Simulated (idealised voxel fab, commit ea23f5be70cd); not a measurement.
Process module heading - voxel self aligned contacts
For reference, the cross-section in this document is cut, with width 290 nm and square cells of 5 nm.
A cross-section in this document is a grid of square cells, and it is written down as bands, the top band listed before the ones below it; a band is made up of one or more rows of cells. Quick guide to a band line: top height, bottom height (nm) up front; then every material left to right with its width in nm. Only one material and it's marked "full width"? Then it fills the band edge to edge. And "blank" just means empty space. A quick word on heights: they are counted from 0, and under that level the wafer as it came to us is one material throughout. The lowest band is different from the rest in having no bottom; it simply continues downward, written as in "0..down". Top row gets the first number, bottom row gets the second, and each row in between changes by the same step: that is how a band width like "30..40" works. Take "nothing altered" at face value: in the step it is given for, the cross-section changed in none of its cells. If an empty space has no open way to the top and is at least 8 cells in size, "Closed cavities" lists it, written width x height at distance, where distance is measured from the left edge and every value is in nm. If you see something after the settings on a step's line, that's the simulator's own remark about that step. For masked steps, "overlay nm" on the step line gives how far right of plan the mask actually lay; a minus sign means it lay to the left.
Planned process steps
1 RECEIVE (material Si)
2 OXIDIZE (depth nm 5)
3 DIRECTIONAL_DEP (material polySi; thk nm 20)
4 DIRECTIONAL_DEP (material SiN; thk nm 20)
5 DIRECTIONAL_DEP (material aC; thk nm 15)
6 PATTERN (tone cover; mask id GATE; material resist; width nm 30; pitch nm 70; thk nm 30; overlay nm 0)
7 DIRECTIONAL_ETCH (etch materials aC; depth nm 15)
8 STRIP (etch materials resist)
9 DIRECTIONAL_ETCH (etch materials SiN; depth nm 20)
10 DIRECTIONAL_ETCH (etch materials polySi; depth nm 20)
11 STRIP (etch materials aC)
12 CONFORMAL_DEP (material SiN; thk nm 10)
13 DIRECTIONAL_ETCH (etch materials SiN; depth nm 10)
14 FILL_DEP (material SiO2; thk nm 20)
15 CMP (height nm 50)
16 DIRECTIONAL_DEP (material aC; thk nm 15)
17 PATTERN (tone open; mask id CONTACT; material resist; width nm 50; thk nm 30; overlay nm 0)
18 DIRECTIONAL_ETCH (etch materials aC; depth nm 15)
19 STRIP (etch materials resist)
20 DIRECTIONAL_ETCH (etch materials SiO2; depth nm 55)
21 STRIP (etch materials aC)
22 CONFORMAL_DEP (material TiN; thk nm 5)
23 FILL_DEP (material Ru; thk nm 10)
24 CMP (height nm 50)
25 CONFORMAL_DEP (material SiN; thk nm 5)
Received-state cross-section, reflecting completion of step 1
    0..down: Si full width
    Closed cavities: none
Post-module cross-section: identical start and plan to those above, one misstep in execution
    70..65: SiN full width
    65..55: Ru full width
    55..50: TiN: 125, then Ru: 40, then TiN: 125
    50..40: SiO2: 120, then TiN: 5..20, then Ru: 40..10, then TiN: 5..20, then SiO2: 120
    40..20: SiO2: 85, then SiN: 50, then TiN: 5, then Ru: 10, then TiN: 5, then SiN: 50, then SiO2: 85
    20..0: SiO2: 85, then SiN: 10, then polySi: 30, then SiN: 10, then TiN: 5, then Ru: 10, then TiN: 5, then SiN: 10, then polySi: 30, then SiN: 10, then SiO2: 85
    0..-5: SiO2: 135, then TiN: 20, then SiO2: 135
    -5..down: Si full width
    Closed cavities: none
Heads up, the wafer didn't run the way we planned it: it should be noted that step 24 of the plan was omitted and was not performed
